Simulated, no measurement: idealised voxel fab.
The document below concerns the process module designated voxel capacitor over wiring.
Cross-section cut spans 155 nm and uses square cells 5 nm in size.
For the purposes of this document, a cross-section shall be understood as a grid of square cells, specified as bands listed in top-to-bottom order, each band consisting of one or more rows of cells.
Basically the band line says how high the top is and how high the bottom is, in nm, and then what's in it from left to right, every material with its width in nm. Empty space shows up as "air", and if a single material carries "everywhere" it runs the full band edge to edge.
We count height from 0. Below that, the starting wafer is all one material. The lowest band never ends at the bottom but goes on down; see "from 0 down" for how that is written.
Top row gets the first number, bottom row gets the second, and each row in between changes by the same step: that is how a band width like "30..40" works.
"changes: none", as given for a step, is the statement that not any cell of the cross-section underwent a change during that step.
Heads up: "Voids, enclosed" only lists the empty pockets with no open path to the top that are 8 cells or more, and it writes them as width x height at distance, distance from the left edge, in nm.
Text after the settings on a step's line: the simulator's own remark on that step.
overlay nm: where the mask lay relative to plan, measured to the right, on steps with a mask; negatives go left.
So here's the lineup of process steps we planned
1) op RECEIVE | material Si
2) op CONFORMAL_DEP | material SiO2 | thk nm 10
3) op CONFORMAL_DEP | material SiCN | thk nm 5
4) op DIRECTIONAL_DEP | material SiO2 | thk nm 20
5) op DIRECTIONAL_DEP | material aC | thk nm 15
6) op PATTERN | tone open | mask id METAL_1 | material resist | width nm 30 | pitch nm 90 | thk nm 35 | overlay nm 0
7) op DIRECTIONAL_ETCH | etch materials aC | depth nm 15
8) op STRIP | etch materials resist
9) op DIRECTIONAL_ETCH | etch materials SiO2 | depth nm 20
10) op DIRECTIONAL_ETCH | etch materials SiCN | depth nm 5
11) op STRIP | etch materials aC
12) op CONFORMAL_DEP | material TiN | thk nm 5
13) op FILL_DEP | material Ru | thk nm 10
14) op CMP | height nm 35
15) op CONFORMAL_DEP | material SiCN | thk nm 5
16) op DIRECTIONAL_DEP | material SiO2 | thk nm 20
17) op PATTERN | tone open | mask id PLUG_1 | material resist | width nm 15 | thk nm 20 | overlay nm 0
18) op DIRECTIONAL_ETCH | etch materials SiO2 | depth nm 20
19) op DIRECTIONAL_ETCH | etch materials SiCN | depth nm 5
20) op STRIP | etch materials resist
21) op EPI | material Ru | thk nm 10
22) op EPI | material Ru | thk nm 10
23) op EPI | material Ru | thk nm 5
24) op DIRECTIONAL_DEP | material TiN | thk nm 10
25) op DIRECTIONAL_DEP | material Al2O3 | thk nm 5
26) op DIRECTIONAL_DEP | material TiN | thk nm 10
27) op DIRECTIONAL_DEP | material aC | thk nm 15
28) op PATTERN | tone cover | mask id UPPER_PLATE | material resist | width nm 65 | thk nm 30 | overlay nm 0
29) op DIRECTIONAL_ETCH | etch materials aC | depth nm 15
30) op STRIP | etch materials resist
31) op DIRECTIONAL_ETCH | etch materials TiN | depth nm 10
32) op DIRECTIONAL_ETCH | etch materials Al2O3 | depth nm 5
33) op STRIP | etch materials aC
34) op DIRECTIONAL_DEP | material aC | thk nm 10
35) op PATTERN | tone cover | mask id LOWER_PLATE | material resist | width nm 75 | thk nm 30 | overlay nm 0
36) op DIRECTIONAL_ETCH | etch materials aC | depth nm 10
37) op STRIP | etch materials resist
38) op DIRECTIONAL_ETCH | etch materials TiN | depth nm 10
39) op STRIP | etch materials aC
40) op FILL_DEP | material SiO2 | thk nm 15
41) op CMP | height nm 95
42) op DIRECTIONAL_DEP | material aC | thk nm 15
43) op PATTERN | tone open | mask id PLUG_2 | material resist | width nm 15 | thk nm 35 | overlay nm 0
44) op DIRECTIONAL_ETCH | etch materials aC | depth nm 15
45) op STRIP | etch materials resist
46) op DIRECTIONAL_ETCH | etch materials SiO2 | depth nm 10
47) op STRIP | etch materials aC
48) op CONFORMAL_DEP | material TiN | thk nm 5
49) op FILL_DEP | material Ru | thk nm 10
50) op CMP | height nm 95
51) op CONFORMAL_DEP | material SiN | thk nm 5
Wafer cross-section on receipt, i.e. after step 1
* from 0 down = Si everywhere
* Voids, enclosed: none
Cross-section at module end, one run error; start and plan unchanged from above
* from 100 to 95 = SiN everywhere
* from 95 to 90 = SiO2 35; TiN 5; Ru 15; TiN 5; SiO2 95
* from 90 to 85 = SiO2 35; TiN 25; SiO2 95
* from 85 to 75 = SiO2 30; TiN 65; SiO2 60
* from 75 to 70 = SiO2 30; Al2O3 65; SiO2 60
* from 70 to 60 = SiO2 25; TiN 75; SiO2 55
* from 60 to 40 = SiO2 30; Ru 15; SiO2 110
* from 40 to 35 = SiCN 30; Ru 15; SiCN 110
* from 35 to 15 = SiO2 15; TiN 5; Ru 20; TiN 5; SiO2 60; TiN 5; Ru 20; TiN 5; SiO2 20
* from 15 to 10 = SiCN 15; TiN 30; SiCN 60; TiN 30; SiCN 20
* from 10 to 0 = SiO2 everywhere
* from 0 down = Si everywhere
* Voids, enclosed: none
Processing error: not per plan at step 43, really ran op PATTERN | tone open | mask id PLUG_2 | material resist | width nm 25 | thk nm 35 | overlay nm 0
